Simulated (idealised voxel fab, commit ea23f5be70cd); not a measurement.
Process module, titled voxel gate over fins
Square cell edge 5 nm, section width 230 nm, ID cut.
Notation: cross-section as square-cell grid; stated in bands, top first, going down; one or more cell rows per band.
Within each band entry, the heights of the top and of the bottom of the band appear first, in that order and in nm; the materials of the band then follow from left to right, each with its corresponding width in nm. The designation "full width" on a single material indicates that it fills the band from edge to edge; the designation "empty" indicates empty space.
We count height from 0. Below that, the starting wafer is all one material. The lowest band never ends at the bottom but goes on down; see "0..down" for how that is written.
The expression "30..40" gives the width at the extremes of the band, the first number at its top row of cells and the second at its bottom row, with the width changing by equal amounts from each row to the next in between.
The cross-section has no changed cell in any step marked "identical to before".
In the "Closed internal cavities" entry, you get each enclosed empty space of 8 cells or more, one with no open way to the top, written width x height at distance, distance from the left edge, in nm.
Read whatever lies past the settings on a step's line as the simulator's own remark about the step.
The "overlay nm" setting may appear on a step's line; for a step that uses a mask, it gives how far to the right of its planned position the mask lay, and a negative value indicates the left.
**Listed below are the process steps as planned**
1: RECEIVE (material Si)
2: CONFORMAL_DEP (material SiN; thk nm 10)
3: PATTERN (tone cover; mask id FINS; material resist; width nm 15; pitch nm 50; thk nm 15; overlay nm 0)
4: DIRECTIONAL_ETCH (etch materials SiN; depth nm 10)
5: DIRECTIONAL_ETCH (etch materials Si; depth nm 35)
6: STRIP (etch materials resist)
7: OXIDIZE (depth nm 5)
8: FILL_DEP (material SiO2; thk nm 5)
9: CMP (height nm 10)
10: DIRECTIONAL_DEP (material aC; thk nm 10)
11: PATTERN (tone open; mask id RAIL; material resist; width nm 15; thk nm 30; overlay nm 0)
12: DIRECTIONAL_ETCH (etch materials aC; depth nm 10)
13: STRIP (etch materials resist)
14: DIRECTIONAL_ETCH (etch materials SiO2; depth nm 40)
15: STRIP (etch materials aC)
16: CONFORMAL_DEP (material TiN; thk nm 5)
17: FILL_DEP (material W; thk nm 10)
18: CMP (height nm 10)
19: SELECTIVE_ETCH (etch materials W Ru TiN; depth nm 25)
20: FILL_DEP (material SiO2; thk nm 5)
21: CMP (height nm 10)
22: SELECTIVE_ETCH (etch materials SiO2; depth nm 20)
23: STRIP (etch materials SiN)
24: CONFORMAL_DEP (material HfO2; thk nm 5)
25: CONFORMAL_DEP (material TiN; thk nm 5)
26: CONFORMAL_DEP (material TiAl; thk nm 5)
27: CONFORMAL_DEP (material TiN; thk nm 5)
28: FILL_DEP (material W; thk nm 15)
29: CMP (height nm 30)
30: CONFORMAL_DEP (material SiCN; thk nm 5)
**Cross-sectional view of the wafer in its as-received condition, corresponding to the state after step 1**
    0..down: Si full width
    Closed internal cavities: none
**Below is the wafer in cross-section after the module was completed. It began from the starting point shown above and followed the plan shown above, except that one mistake was made while running it**
    35..30: SiCN full width
    30..20: W full width
    20..15: W (40)  TiN (45)  W (5)  TiN (45)  W (5)  TiN (45)  W (45)
    15..10: W (40)  TiN (5)  TiAl (35)  TiN (5)  W (5)  TiN (5)  TiAl (35)  TiN (5)  W (5)  TiN (5)  TiAl (35)  TiN (5)  W (45)
    10..5: TiN (45)  TiAl (5)  TiN (25)  TiAl (5)  TiN (15)  TiAl (5)  TiN (25)  TiAl (5)  TiN (15)  TiAl (5)  TiN (25)  TiAl (5)  TiN (50)
    5..0: TiAl (50)  TiN (5)  HfO2 (15)  TiN (5)  TiAl (25)  TiN (5)  HfO2 (15)  TiN (5)  TiAl (25)  TiN (5)  HfO2 (15)  TiN (5)  TiAl (55)
    0..-5: TiN (55)  HfO2 (5)  Si (5)  HfO2 (5)  TiN (35)  HfO2 (5)  Si (5)  HfO2 (5)  TiN (35)  HfO2 (5)  Si (5)  HfO2 (5)  TiN (60)
    -5..-10: HfO2 (60)  Si (5)  HfO2 (45)  Si (5)  HfO2 (45)  Si (5)  HfO2 (65)
    -10..-15: SiO2 (60)  Si (5)  SiO2 (45)  Si (5)  SiO2 (45)  Si (5)  SiO2 (65)
    -15..-25: SiO2 (60)  Si (5)  SiO2 (15)  TiN (5)  W (5)  TiN (5)  SiO2 (15)  Si (5)  SiO2 (45)  Si (5)  SiO2 (65)
    -25..-30: SiO2 (60)  Si (5)  SiO2 (15)  TiN (15)  SiO2 (15)  Si (5)  SiO2 (45)  Si (5)  SiO2 (65)
    -30..-45: SiO2 (60)  Si (5)  SiO2 (45)  Si (5)  SiO2 (45)  Si (5)  SiO2 (65)
    -45..down: Si full width
    Closed internal cavities: none
Deviation noted in wafer processing: step 5 went in with a setting other than planned; the actual run was DIRECTIONAL_ETCH (etch materials Si; depth nm 40)
